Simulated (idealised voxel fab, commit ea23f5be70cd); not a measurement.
Title: Process Module voxel self aligned vias
Section cut is 185 nm wide and gridded with 5 nm square cells.
Think of the cross-section as a grid of square cells. We describe it in bands, top to bottom, and each band covers one or more rows of those cells.
It is stipulated that each band's entry specify, in nanometres, the height of the top of the band and then that of its bottom, followed by the materials of the band in left-to-right sequence, each together with its width in nanometres. A single material marked by the word "everywhere" is understood to fill the band from edge to edge; the word "empty" is understood to denote empty space.
Note: height 0 marks the level under which the wafer is uniformly one material as received. Lowest band unbounded below, written "0 and below".
When a width is written as two numbers, as in "30->40", the first number is the width in the top row of cells of the band and the second is the width in its bottom row, and the width changes by the same amount from each row to the next.
Take "remains unaltered" at face value: in the step it is given for, the cross-section changed in none of its cells.
What "Closed internal voids" gives you is every empty space of 8 cells or more that is cut off from the top. Each appears as width x height at distance, with the distance taken from the left edge and width, height and distance all in nm.
If you see something after the settings on a step's line, that's the simulator's own remark about that step.
"overlay nm", when on a step's line for a step with a mask, measures how far to the right of its planned place the mask lay; a negative measure means to the left.
### So here's the lineup of process steps we planned
1. RECEIVE [material Si]
2. CONFORMAL_DEP [material SiO2] [thk nm 15]
3. CONFORMAL_DEP [material SiCN] [thk nm 5]
4. DIRECTIONAL_DEP [material SiO2] [thk nm 20]
5. MASKED_ETCH [tone open] [mask id LINES] [width nm 25] [pitch nm 50] [etch materials SiO2] [depth nm 20] [overlay nm 0]
6. CONFORMAL_DEP [material TiN] [thk nm 5]
7. FILL_DEP [material W] [thk nm 10]
8. CMP [height nm 40]
9. SELECTIVE_ETCH [etch materials W Ru TiN] [depth nm 5]
10. FILL_DEP [material SiN] [thk nm 10]
11. CMP [height nm 40]
12. DIRECTIONAL_DEP [material SiO2] [thk nm 20]
13. MASKED_ETCH [tone open] [mask id VIAS] [width nm 35] [pitch nm 50] [etch materials SiO2] [depth nm 20] [overlay nm 0]
14. MASKED_ETCH [tone open] [mask id VIAS] [width nm 35] [pitch nm 50] [etch materials SiN] [depth nm 5] [overlay nm 0]
15. CONFORMAL_DEP [material TiN] [thk nm 5]
16. FILL_DEP [material Cu] [thk nm 10]
17. CMP [height nm 60]
18. CONFORMAL_DEP [material SiCN] [thk nm 5]
### The first of two wafers, run as planned
### As-received state of the wafer in cross-section, equivalent to post-step 1
  0 and below = Si everywhere
  Closed internal voids: none
### How the wafer stands in section after step 2
  15 down to 0 = SiO2 everywhere
  Below 0, the layers are the same as they were.
### How the wafer stands in section after step 3
  20 down to 15 = SiCN everywhere
  Below 15, the layers are the same as they were.
### How the wafer stands in section after step 4
  40 down to 20 = SiO2 everywhere
  Below 20, the layers are the same as they were.
### How the wafer stands in section after step 5
  40 down to 20 = 30 of SiO2; 25 of empty; 25 of SiO2; 25 of empty; 25 of SiO2; 25 of empty; 30 of SiO2
  Below 20, the layers are the same as they were.
### How the wafer stands in section after step 6
  45 down to 40 = 35 of TiN; 15 of empty; 35 of TiN; 15 of empty; 35 of TiN; 15 of empty; 35 of TiN
  40 down to 25 = 30 of SiO2; 5 of TiN; 15 of empty; 5 of TiN; 25 of SiO2; 5 of TiN; 15 of empty; 5 of TiN; 25 of SiO2; 5 of TiN; 15 of empty; 5 of TiN; 30 of SiO2
  25 down to 20 = 30 of SiO2; 25 of TiN; 25 of SiO2; 25 of TiN; 25 of SiO2; 25 of TiN; 30 of SiO2
  Below 20, the layers are the same as they were.
### How the wafer stands in section after step 7
  55 down to 45 = W everywhere
  45 down to 40 = 35 of TiN; 15 of W; 35 of TiN; 15 of W; 35 of TiN; 15 of W; 35 of TiN
  40 down to 25 = 30 of SiO2; 5 of TiN; 15 of W; 5 of TiN; 25 of SiO2; 5 of TiN; 15 of W; 5 of TiN; 25 of SiO2; 5 of TiN; 15 of W; 5 of TiN; 30 of SiO2
  Below 25, the layers are the same as they were.
### How the wafer stands in section after step 8
  40 down to 25 = 30 of SiO2; 5 of TiN; 15 of W; 5 of TiN; 25 of SiO2; 5 of TiN; 15 of W; 5 of TiN; 25 of SiO2; 5 of TiN; 15 of W; 5 of TiN; 30 of SiO2
  Below 25, the layers are the same as they were.
### How the wafer stands in section after step 9
  40 down to 35 = 30 of SiO2; 25 of empty; 25 of SiO2; 25 of empty; 25 of SiO2; 25 of empty; 30 of SiO2
  Below 35, the layers are the same as they were.
### How the wafer stands in section after step 10
  50 down to 40 = SiN everywhere
  40 down to 35 = 30 of SiO2; 25 of SiN; 25 of SiO2; 25 of SiN; 25 of SiO2; 25 of SiN; 30 of SiO2
  Below 35, the layers are the same as they were.
### How the wafer stands in section after step 11
  40 down to 35 = 30 of SiO2; 25 of SiN; 25 of SiO2; 25 of SiN; 25 of SiO2; 25 of SiN; 30 of SiO2
  Below 35, the layers are the same as they were.
### How the wafer stands in section after step 12
  60 down to 40 = SiO2 everywhere
  Below 40, the layers are the same as they were.
### How the wafer stands in section after step 13
  60 down to 40 = 25 of SiO2; 35 of empty; 15 of SiO2; 35 of empty; 15 of SiO2; 35 of empty; 25 of SiO2
  Below 40, the layers are the same as they were.
### How the wafer stands in section after step 14
  60 down to 40 = 25 of SiO2; 35 of empty; 15 of SiO2; 35 of empty; 15 of SiO2; 35 of empty; 25 of SiO2
  40 down to 35 = 30 of SiO2; 25 of empty; 25 of SiO2; 25 of empty; 25 of SiO2; 25 of empty; 30 of SiO2
  Below 35, the layers are the same as they were.
### How the wafer stands in section after step 15
  65 down to 60 = 30 of TiN; 25 of empty; 25 of TiN; 25 of empty; 25 of TiN; 25 of empty; 30 of TiN
  60 down to 45 = 25 of SiO2; 5 of TiN; 25 of empty; 5 of TiN; 15 of SiO2; 5 of TiN; 25 of empty; 5 of TiN; 15 of SiO2; 5 of TiN; 25 of empty; 5 of TiN; 25 of SiO2
  45 down to 40 = 25 of SiO2; 10 of TiN; 15 of empty; 10 of TiN; 15 of SiO2; 10 of TiN; 15 of empty; 10 of TiN; 15 of SiO2; 10 of TiN; 15 of empty; 10 of TiN; 25 of SiO2
  40 down to 35 = 30 of SiO2; 25 of TiN; 25 of SiO2; 25 of TiN; 25 of SiO2; 25 of TiN; 30 of SiO2
  Below 35, the layers are the same as they were.
### How the wafer stands in section after step 16
  75 down to 65 = Cu everywhere
  65 down to 60 = 30 of TiN; 25 of Cu; 25 of TiN; 25 of Cu; 25 of TiN; 25 of Cu; 30 of TiN
  60 down to 45 = 25 of SiO2; 5 of TiN; 25 of Cu; 5 of TiN; 15 of SiO2; 5 of TiN; 25 of Cu; 5 of TiN; 15 of SiO2; 5 of TiN; 25 of Cu; 5 of TiN; 25 of SiO2
  45 down to 40 = 25 of SiO2; 10 of TiN; 15 of Cu; 10 of TiN; 15 of SiO2; 10 of TiN; 15 of Cu; 10 of TiN; 15 of SiO2; 10 of TiN; 15 of Cu; 10 of TiN; 25 of SiO2
  Below 40, the layers are the same as they were.
### How the wafer stands in section after step 17
  60 down to 45 = 25 of SiO2; 5 of TiN; 25 of Cu; 5 of TiN; 15 of SiO2; 5 of TiN; 25 of Cu; 5 of TiN; 15 of SiO2; 5 of TiN; 25 of Cu; 5 of TiN; 25 of SiO2
  Below 45, the layers are the same as they were.
### How the wafer stands in section after step 18
  65 down to 60 = SiCN everywhere
  Below 60, the layers are the same as they were.
### The remaining wafer, second of the two, started like the first and was run to the same plan, except that one mistake was made along the way; the two coincide through step 1, inclusive
Cross-section of the second wafer at the time step 2 of the plan should have ended: remains unaltered
### Cross-section of the second wafer at the time step 3 of the plan should have ended
  5 down to 0 = SiCN everywhere
  Below 0, the layers are the same as they were.
### Cross-section of the second wafer at the time step 4 of the plan should have ended
  25 down to 5 = SiO2 everywhere
  Below 5, the layers are the same as they were.
### Cross-section of the second wafer at the time step 5 of the plan should have ended
  25 down to 5 = 30 of SiO2; 25 of empty; 25 of SiO2; 25 of empty; 25 of SiO2; 25 of empty; 30 of SiO2
  Below 5, the layers are the same as they were.
### Cross-section of the second wafer at the time step 6 of the plan should have ended
  30 down to 25 = 35 of TiN; 15 of empty; 35 of TiN; 15 of empty; 35 of TiN; 15 of empty; 35 of TiN
  25 down to 10 = 30 of SiO2; 5 of TiN; 15 of empty; 5 of TiN; 25 of SiO2; 5 of TiN; 15 of empty; 5 of TiN; 25 of SiO2; 5 of TiN; 15 of empty; 5 of TiN; 30 of SiO2
  10 down to 5 = 30 of SiO2; 25 of TiN; 25 of SiO2; 25 of TiN; 25 of SiO2; 25 of TiN; 30 of SiO2
  Below 5, the layers are the same as they were.
### Cross-section of the second wafer at the time step 7 of the plan should have ended
  40 down to 30 = W everywhere
  30 down to 25 = 35 of TiN; 15 of W; 35 of TiN; 15 of W; 35 of TiN; 15 of W; 35 of TiN
  25 down to 10 = 30 of SiO2; 5 of TiN; 15 of W; 5 of TiN; 25 of SiO2; 5 of TiN; 15 of W; 5 of TiN; 25 of SiO2; 5 of TiN; 15 of W; 5 of TiN; 30 of SiO2
  Below 10, the layers are the same as they were.
Cross-section of the second wafer at the time step 8 of the plan should have ended: remains unaltered
### Cross-section of the second wafer at the time step 9 of the plan should have ended
  35 down to 30 = W everywhere
  Below 30, the layers are the same as they were.
### Cross-section of the second wafer at the time step 10 of the plan should have ended
  45 down to 35 = SiN everywhere
  Below 35, the layers are the same as they were.
### Cross-section of the second wafer at the time step 11 of the plan should have ended
  40 down to 35 = SiN everywhere
  Below 35, the layers are the same as they were.
### Cross-section of the second wafer at the time step 12 of the plan should have ended
  60 down to 40 = SiO2 everywhere
  Below 40, the layers are the same as they were.
### Cross-section of the second wafer at the time step 13 of the plan should have ended
  60 down to 40 = 25 of SiO2; 35 of empty; 15 of SiO2; 35 of empty; 15 of SiO2; 35 of empty; 25 of SiO2
  Below 40, the layers are the same as they were.
### Cross-section of the second wafer at the time step 14 of the plan should have ended
  60 down to 40 = 25 of SiO2; 35 of empty; 15 of SiO2; 35 of empty; 15 of SiO2; 35 of empty; 25 of SiO2
  40 down to 35 = 25 of SiN; 35 of empty; 15 of SiN; 35 of empty; 15 of SiN; 35 of empty; 25 of SiN
  Below 35, the layers are the same as they were.
### Cross-section of the second wafer at the time step 15 of the plan should have ended
  65 down to 60 = 30 of TiN; 25 of empty; 25 of TiN; 25 of empty; 25 of TiN; 25 of empty; 30 of TiN
  60 down to 40 = 25 of SiO2; 5 of TiN; 25 of empty; 5 of TiN; 15 of SiO2; 5 of TiN; 25 of empty; 5 of TiN; 15 of SiO2; 5 of TiN; 25 of empty; 5 of TiN; 25 of SiO2
  40 down to 35 = 25 of SiN; 35 of TiN; 15 of SiN; 35 of TiN; 15 of SiN; 35 of TiN; 25 of SiN
  Below 35, the layers are the same as they were.
### Cross-section of the second wafer at the time step 16 of the plan should have ended
  75 down to 65 = Cu everywhere
  65 down to 60 = 30 of TiN; 25 of Cu; 25 of TiN; 25 of Cu; 25 of TiN; 25 of Cu; 30 of TiN
  60 down to 40 = 25 of SiO2; 5 of TiN; 25 of Cu; 5 of TiN; 15 of SiO2; 5 of TiN; 25 of Cu; 5 of TiN; 15 of SiO2; 5 of TiN; 25 of Cu; 5 of TiN; 25 of SiO2
  Below 40, the layers are the same as they were.
### Cross-section of the second wafer at the time step 17 of the plan should have ended
  60 down to 40 = 25 of SiO2; 5 of TiN; 25 of Cu; 5 of TiN; 15 of SiO2; 5 of TiN; 25 of Cu; 5 of TiN; 15 of SiO2; 5 of TiN; 25 of Cu; 5 of TiN; 25 of SiO2
  Below 40, the layers are the same as they were.
### Cross-section of the second wafer at the time step 18 of the plan should have ended
  65 down to 60 = SiCN everywhere
  Below 60, the layers are the same as they were.
Run error: step 2 of the plan was omitted and not executed
The second wafer ends with more or fewer cells of some materials than the first, per final count: 6 more of Cu, 16 more of SiN, 111 fewer of SiO2, 34 more of TiN, 55 more of W
